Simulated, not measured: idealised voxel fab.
The following is a process module called voxel wiring stack.
250 nm wide, 5 nm square cells: that's cross-section cut.
How to read a cross-section here: the picture is a grid of square cells, written as bands going from the top down, and any band can span one or more rows of cells. Look at the band entry: it leads with the top's height and the bottom's height in nm. Then it lists the materials left to right, with a width in nm for each. The word "everywhere" on a single material says that material fills the band edge to edge. The word "air" is empty space. Counting heights begins at 0, where everything beneath is, in the wafer as received, one material. The lowest band has no bottom; it goes on downwards, as "0 -> down" shows. Width "30 to 40": first value at the band's top row of cells, second value at its bottom row, equal change from row to row. The cross-section has no changed cell in any step marked "no change occurred". Each empty space that has no open way to the top and spans at least 8 cells appears under "Closed void entries" as width x height at distance, the distance counted from the left edge, all in nm. Heads up: the bit after the settings on a step's line is the simulator's remark on that step. "overlay nm" answers the question of how far to the right of plan the mask lay on a step that has a mask, and when it is negative the answer is to the left.

**Listed below are the process steps as planned**
step 1: RECEIVE (material Si)
step 2: CONFORMAL_DEP (material SiO2; thk nm 10)
step 3: CONFORMAL_DEP (material SiN; thk nm 5)
step 4: DIRECTIONAL_DEP (material lowk; thk nm 20)
step 5: DIRECTIONAL_DEP (material aC; thk nm 15)
step 6: PATTERN (tone open; mask id METAL_1; material resist; width nm 25; pitch nm 50; thk nm 30; overlay nm 0)
step 7: DIRECTIONAL_ETCH (etch materials aC; depth nm 15)
step 8: STRIP (etch materials resist)
step 9: DIRECTIONAL_ETCH (etch materials lowk; depth nm 20)
step 10: DIRECTIONAL_ETCH (etch materials SiN; depth nm 5)
step 11: STRIP (etch materials aC)
step 12: CONFORMAL_DEP (material TiN; thk nm 5)
step 13: FILL_DEP (material Cu; thk nm 5)
step 14: CMP (height nm 35)
step 15: CONFORMAL_DEP (material SiCN; thk nm 5)
step 16: DIRECTIONAL_DEP (material lowk; thk nm 25)
step 17: DIRECTIONAL_DEP (material aC; thk nm 15)
step 18: PATTERN (tone open; mask id METAL_2_HOLES; material resist; width nm 15; pitch nm 100; thk nm 35; overlay nm 0)
step 19: DIRECTIONAL_ETCH (etch materials aC; depth nm 15)
step 20: STRIP (etch materials resist)
step 21: DIRECTIONAL_ETCH (etch materials lowk; depth nm 25)
step 22: STRIP (etch materials aC)
step 23: PATTERN (tone open; mask id METAL_2; material resist; width nm 25; pitch nm 50; thk nm 15; overlay nm 0)
step 24: DIRECTIONAL_ETCH (etch materials lowk; depth nm 15)
step 25: DIRECTIONAL_ETCH (etch materials SiCN; depth nm 5)
step 26: STRIP (etch materials resist)
step 27: CONFORMAL_DEP (material TiN; thk nm 5)
step 28: FILL_DEP (material Ru; thk nm 5)
step 29: CMP (height nm 65)
step 30: CONFORMAL_DEP (material SiCN; thk nm 5)
step 31: DIRECTIONAL_DEP (material lowk; thk nm 35)
step 32: DIRECTIONAL_DEP (material aC; thk nm 15)
step 33: PATTERN (tone open; mask id METAL_3; material resist; width nm 25; pitch nm 50; thk nm 30; overlay nm 0)
step 34: DIRECTIONAL_ETCH (etch materials aC; depth nm 15)
step 35: STRIP (etch materials resist)
step 36: DIRECTIONAL_ETCH (etch materials lowk; depth nm 20)
step 37: STRIP (etch materials aC)
step 38: MASKED_ETCH (tone open; mask id METAL_3_HOLES; width nm 15; pitch nm 100; etch materials lowk; depth nm 15; overlay nm 0)
step 39: MASKED_ETCH (tone open; mask id METAL_3_HOLES; width nm 15; pitch nm 100; etch materials SiCN; depth nm 5; overlay nm 0)
step 40: CONFORMAL_DEP (material TiN; thk nm 5)
step 41: FILL_DEP (material Cu; thk nm 10)
step 42: CMP (height nm 105)
step 43: CONFORMAL_DEP (material SiCN; thk nm 5)
step 44: DIRECTIONAL_DEP (material SiO2; thk nm 35)
step 45: PATTERN (tone open; mask id METAL_4; material resist; width nm 25; pitch nm 50; thk nm 20; overlay nm 0)
step 46: DIRECTIONAL_ETCH (etch materials SiO2; depth nm 20)
step 47: STRIP (etch materials resist)
step 48: MASKED_ETCH (tone open; mask id METAL_4_HOLES; width nm 15; pitch nm 50; etch materials SiO2; depth nm 15; overlay nm 0)
step 49: MASKED_ETCH (tone open; mask id METAL_4_HOLES; width nm 15; pitch nm 50; etch materials SiCN; depth nm 5; overlay nm 0)
step 50: CONFORMAL_DEP (material TiN; thk nm 5)
step 51: FILL_DEP (material Cu; thk nm 10)
step 52: CMP (height nm 145)
step 53: CONFORMAL_DEP (material SiCN; thk nm 5)

**Received-state cross-section, reflecting completion of step 1**
> 0 -> down | Si everywhere
> Closed void entries: none

**Cross-section, first of two wafers, end of module, run as planned**
> 150 -> 145 | SiCN everywhere
> 145 -> 130 | SiO2 (35) / TiN (5) / Cu (15) / TiN (5) / SiO2 (25) / TiN (5) / Cu (15) / TiN (5) / SiO2 (25) / TiN (5) / Cu (15) / TiN (5) / SiO2 (25) / TiN (5) / Cu (15) / TiN (5) / SiO2 (40)
> 130 -> 125 | SiO2 (35) / TiN (5) / Cu (5) / TiN (15) / SiO2 (25) / TiN (5) / Cu (5) / TiN (15) / SiO2 (25) / TiN (5) / Cu (5) / TiN (15) / SiO2 (25) / TiN (5) / Cu (5) / TiN (15) / SiO2 (40)
> 125 -> 110 | SiO2 (35) / TiN (5) / Cu (5) / TiN (5) / SiO2 (35) / TiN (5) / Cu (5) / TiN (5) / SiO2 (35) / TiN (5) / Cu (5) / TiN (5) / SiO2 (35) / TiN (5) / Cu (5) / TiN (5) / SiO2 (50)
> 110 -> 105 | SiCN (35) / TiN (15) / SiCN (35) / TiN (15) / SiCN (35) / TiN (15) / SiCN (35) / TiN (15) / SiCN (50)
> 105 -> 90 | lowk (35) / TiN (5) / Cu (15) / TiN (5) / lowk (25) / TiN (5) / Cu (15) / TiN (5) / lowk (25) / TiN (5) / Cu (15) / TiN (5) / lowk (25) / TiN (5) / Cu (15) / TiN (5) / lowk (40)
> 90 -> 85 | lowk (35) / TiN (5) / Cu (5) / TiN (15) / lowk (25) / TiN (25) / lowk (25) / TiN (5) / Cu (5) / TiN (15) / lowk (25) / TiN (25) / lowk (40)
> 85 -> 70 | lowk (35) / TiN (5) / Cu (5) / TiN (5) / lowk (85) / TiN (5) / Cu (5) / TiN (5) / lowk (100)
> 70 -> 65 | SiCN (35) / TiN (15) / SiCN (85) / TiN (15) / SiCN (100)
> 65 -> 55 | lowk (35) / TiN (5) / Ru (15) / TiN (5) / lowk (25) / TiN (5) / Ru (15) / TiN (5) / lowk (25) / TiN (5) / Ru (15) / TiN (5) / lowk (25) / TiN (5) / Ru (15) / TiN (5) / lowk (40)
> 55 -> 50 | lowk (35) / TiN (5) / Ru (5) / TiN (15) / lowk (25) / TiN (25) / lowk (25) / TiN (5) / Ru (5) / TiN (15) / lowk (25) / TiN (25) / lowk (40)
> 50 -> 40 | lowk (35) / TiN (5) / Ru (5) / TiN (5) / lowk (85) / TiN (5) / Ru (5) / TiN (5) / lowk (100)
> 40 -> 35 | SiCN (35) / TiN (15) / SiCN (85) / TiN (15) / SiCN (100)
> 35 -> 15 | lowk (35) / TiN (5) / Cu (15) / TiN (5) / lowk (25) / TiN (5) / Cu (15) / TiN (5) / lowk (25) / TiN (5) / Cu (15) / TiN (5) / lowk (25) / TiN (5) / Cu (15) / TiN (5) / lowk (40)
> 15 -> 10 | SiN (35) / TiN (25) / SiN (25) / TiN (25) / SiN (25) / TiN (25) / SiN (25) / TiN (25) / SiN (40)
> 10 -> 0 | SiO2 everywhere
> 0 -> down | Si everywhere
> Closed void entries: none

**Cross-sectional image of the second wafer of the two following completion of the module. Starting state and process plan were the same as for the first wafer; one execution error occurred**
> 150 -> 145 | SiCN everywhere
> 145 -> 130 | SiO2 (35) / TiN (5) / Cu (15) / TiN (5) / SiO2 (25) / TiN (5) / Cu (15) / TiN (5) / SiO2 (25) / TiN (5) / Cu (15) / TiN (5) / SiO2 (25) / TiN (5) / Cu (15) / TiN (5) / SiO2 (40)
> 130 -> 125 | SiO2 (35) / TiN (5) / Cu (5) / TiN (15) / SiO2 (25) / TiN (5) / Cu (5) / TiN (15) / SiO2 (25) / TiN (5) / Cu (5) / TiN (15) / SiO2 (25) / TiN (5) / Cu (5) / TiN (15) / SiO2 (40)
> 125 -> 115 | SiO2 (35) / TiN (5) / Cu (5) / TiN (5) / SiO2 (35) / TiN (5) / Cu (5) / TiN (5) / SiO2 (35) / TiN (5) / Cu (5) / TiN (5) / SiO2 (35) / TiN (5) / Cu (5) / TiN (5) / SiO2 (50)
> 115 -> 110 | SiO2 (35) / TiN (15) / SiO2 (35) / TiN (15) / SiO2 (35) / TiN (15) / SiO2 (35) / TiN (15) / SiO2 (50)
> 110 -> 105 | SiCN (40) / TiN (10) / SiCN (40) / TiN (10) / SiCN (40) / TiN (10) / SiCN (40) / TiN (10) / SiCN (50)
> 105 -> 90 | lowk (35) / TiN (5) / Cu (15) / TiN (5) / lowk (25) / TiN (5) / Cu (15) / TiN (5) / lowk (25) / TiN (5) / Cu (15) / TiN (5) / lowk (25) / TiN (5) / Cu (15) / TiN (5) / lowk (40)
> 90 -> 85 | lowk (35) / TiN (5) / Cu (5) / TiN (15) / lowk (25) / TiN (25) / lowk (25) / TiN (5) / Cu (5) / TiN (15) / lowk (25) / TiN (25) / lowk (40)
> 85 -> 70 | lowk (35) / TiN (5) / Cu (5) / TiN (5) / lowk (85) / TiN (5) / Cu (5) / TiN (5) / lowk (100)
> 70 -> 65 | SiCN (35) / TiN (15) / SiCN (85) / TiN (15) / SiCN (100)
> 65 -> 55 | lowk (35) / TiN (5) / Ru (15) / TiN (5) / lowk (25) / TiN (5) / Ru (15) / TiN (5) / lowk (25) / TiN (5) / Ru (15) / TiN (5) / lowk (25) / TiN (5) / Ru (15) / TiN (5) / lowk (40)
> 55 -> 50 | lowk (35) / TiN (5) / Ru (5) / TiN (15) / lowk (25) / TiN (25) / lowk (25) / TiN (5) / Ru (5) / TiN (15) / lowk (25) / TiN (25) / lowk (40)
> 50 -> 40 | lowk (35) / TiN (5) / Ru (5) / TiN (5) / lowk (85) / TiN (5) / Ru (5) / TiN (5) / lowk (100)
> 40 -> 35 | SiCN (35) / TiN (15) / SiCN (85) / TiN (15) / SiCN (100)
> 35 -> 15 | lowk (35) / TiN (5) / Cu (15) / TiN (5) / lowk (25) / TiN (5) / Cu (15) / TiN (5) / lowk (25) / TiN (5) / Cu (15) / TiN (5) / lowk (25) / TiN (5) / Cu (15) / TiN (5) / lowk (40)
> 15 -> 10 | SiN (35) / TiN (25) / SiN (25) / TiN (25) / SiN (25) / TiN (25) / SiN (25) / TiN (25) / SiN (40)
> 10 -> 0 | SiO2 everywhere
> 0 -> down | Si everywhere
> Closed void entries: none
Heads up, the wafer didn't run the way we planned it: off-plan run, step 49, actual operation and settings MASKED_ETCH (tone open; mask id METAL_4_HOLES; width nm 15; pitch nm 50; etch materials SiCN; depth nm 5; overlay nm 5)
Per the end-of-run cell counts, the second wafer holds more or fewer of some materials than the first: Cu -4; SiCN +4
